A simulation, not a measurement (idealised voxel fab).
Herein follows the process module entitled voxel gate over fins.
FYI the section here is cut, 195 nm wide, cells are 5 nm squares.
A cross-section is written here as square cells arranged in a grid, and it is given in bands from the top down, each band taking up one or more rows of cells.
Top height, bottom height, nm. Materials left to right, width each, nm. Single material + "full width" = fills band edge to edge. "blank" = empty.
Zero point of the height axis is 0; under it, received wafer = one material. Lowest band: continues down indefinitely, "from 0 down".
Note: "30->40" means the width goes from the first number (top row of the band) to the second number (bottom row) in equal steps per row of cells.
"no change occurred" means the step left every cell of the cross-section as it was.
"Trapped void list" means: voids of 8 cells or more that are shut off from the top with no open way through. Written width x height at distance, distance from the left edge, in nm.
Heads up: the bit after the settings on a step's line is the simulator's remark on that step.
The "overlay nm" setting may appear on a step's line; for a step that uses a mask, it gives how far to the right of its planned position the mask lay, and a negative value indicates the left.

SO HERE'S THE LINEUP OF PROCESS STEPS WE PLANNED
step 1: RECEIVE with material Si
step 2: CONFORMAL_DEP with material SiN, thk nm 5
step 3: PATTERN with tone cover, mask id FINS, material resist, width nm 15, pitch nm 45, thk nm 20, overlay nm 0
step 4: DIRECTIONAL_ETCH with etch materials SiN, depth nm 5
step 5: DIRECTIONAL_ETCH with etch materials Si, depth nm 30
step 6: STRIP with etch materials resist
step 7: OXIDIZE with depth nm 5
step 8: FILL_DEP with material SiO2, thk nm 5
step 9: CMP with height nm 5
step 10: SELECTIVE_ETCH with etch materials SiO2, depth nm 20
step 11: STRIP with etch materials SiN
step 12: CONFORMAL_DEP with material HfO2, thk nm 5
step 13: CONFORMAL_DEP with material TiN, thk nm 5
step 14: FILL_DEP with material W, thk nm 10
step 15: CMP with height nm 15
step 16: CONFORMAL_DEP with material SiN, thk nm 10

AS RECEIVED, AFTER STEP 1
	from 0 down  Si full width
	Trapped void list: none

MODULE COMPLETE - CROSS-SECTION OF THE FIRST OF TWO WAFERS, RUN ACCORDING TO PLAN
	from 25 to 15  SiN full width
	from 15 to 10  W full width
	from 10 to 5  W: 15, then TiN: 25, then W: 20, then TiN: 25, then W: 20, then TiN: 25, then W: 20, then TiN: 25, then W: 20
	from 5 to 0  W: 15, then TiN: 5, then HfO2: 15, then TiN: 5, then W: 20, then TiN: 5, then HfO2: 15, then TiN: 5, then W: 20, then TiN: 5, then HfO2: 15, then TiN: 5, then W: 20, then TiN: 5, then HfO2: 15, then TiN: 5, then W: 20
	from 0 to -5  W: 15, then TiN: 5, then HfO2: 5, then Si: 5, then HfO2: 5, then TiN: 5, then W: 20, then TiN: 5, then HfO2: 5, then Si: 5, then HfO2: 5, then TiN: 5, then W: 20, then TiN: 5, then HfO2: 5, then Si: 5, then HfO2: 5, then TiN: 5, then W: 20, then TiN: 5, then HfO2: 5, then Si: 5, then HfO2: 5, then TiN: 5, then W: 20
	from -5 to -10  TiN: 20, then HfO2: 5, then Si: 5, then HfO2: 5, then TiN: 30, then HfO2: 5, then Si: 5, then HfO2: 5, then TiN: 30, then HfO2: 5, then Si: 5, then HfO2: 5, then TiN: 30, then HfO2: 5, then Si: 5, then HfO2: 5, then TiN: 25
	from -10 to -15  HfO2: 25, then Si: 5, then HfO2: 40, then Si: 5, then HfO2: 40, then Si: 5, then HfO2: 40, then Si: 5, then HfO2: 30
	from -15 to -35  SiO2: 25, then Si: 5, then SiO2: 40, then Si: 5, then SiO2: 40, then Si: 5, then SiO2: 40, then Si: 5, then SiO2: 30
	from -35 down  Si full width
	Trapped void list: none

WAFER TWO CROSS-SECTION, MODULE END. START AND PLAN UNCHANGED FROM WAFER ONE; ONE MISTAKE MADE DURING THE RUN
	from 25 to 15  SiN full width
	from 15 to 10  W full width
	from 10 to 5  W: 15, then TiN: 25, then W: 20, then TiN: 25, then W: 20, then TiN: 25, then W: 20, then TiN: 25, then W: 20
	from 5 to 0  W: 15, then TiN: 5, then HfO2: 15, then TiN: 5, then W: 20, then TiN: 5, then HfO2: 15, then TiN: 5, then W: 20, then TiN: 5, then HfO2: 15, then TiN: 5, then W: 20, then TiN: 5, then HfO2: 15, then TiN: 5, then W: 20
	from 0 to -5  W: 15, then TiN: 5, then HfO2: 5, then Si: 5, then HfO2: 5, then TiN: 5, then W: 20, then TiN: 5, then HfO2: 5, then Si: 5, then HfO2: 5, then TiN: 5, then W: 20, then TiN: 5, then HfO2: 5, then Si: 5, then HfO2: 5, then TiN: 5, then W: 20, then TiN: 5, then HfO2: 5, then Si: 5, then HfO2: 5, then TiN: 5, then W: 20
	from -5 to -10  W: 15, then TiN: 5, then HfO2: 5, then Si: 5, then HfO2: 5, then TiN: 5, then W: 20, then TiN: 5, then HfO2: 5, then Si: 5, then HfO2: 5, then TiN: 5, then W: 20, then TiN: 5, then HfO2: 5, then Si: 5, then HfO2: 5, then TiN: 5, then W: 20, then TiN: 5, then HfO2: 5, then Si: 5, then HfO2: 5, then TiN: 5, then W: 5, then TiN: 15
	from -10 to -15  TiN: 20, then HfO2: 5, then Si: 5, then HfO2: 5, then TiN: 30, then HfO2: 5, then Si: 5, then HfO2: 5, then TiN: 30, then HfO2: 5, then Si: 5, then HfO2: 5, then TiN: 30, then HfO2: 5, then Si: 5, then HfO2: 5, then TiN: 15, then HfO2: 10
	from -15 to -20  HfO2: 25, then Si: 5, then HfO2: 40, then Si: 5, then HfO2: 40, then Si: 5, then HfO2: 40, then Si: 5, then HfO2: 25, then SiO2: 5
	from -20 to -35  SiO2: 25, then Si: 5, then SiO2: 40, then Si: 5, then SiO2: 40, then Si: 5, then SiO2: 40, then Si: 5, then SiO2: 30
	from -35 down  Si full width
	Trapped void list: none
Short version of what went wrong: steps 10 and 11 were swapped
Wafer comparison, final, in cells, second relative to first, materials more or fewer: +9 HfO2, -34 SiO2, +9 TiN, +16 W
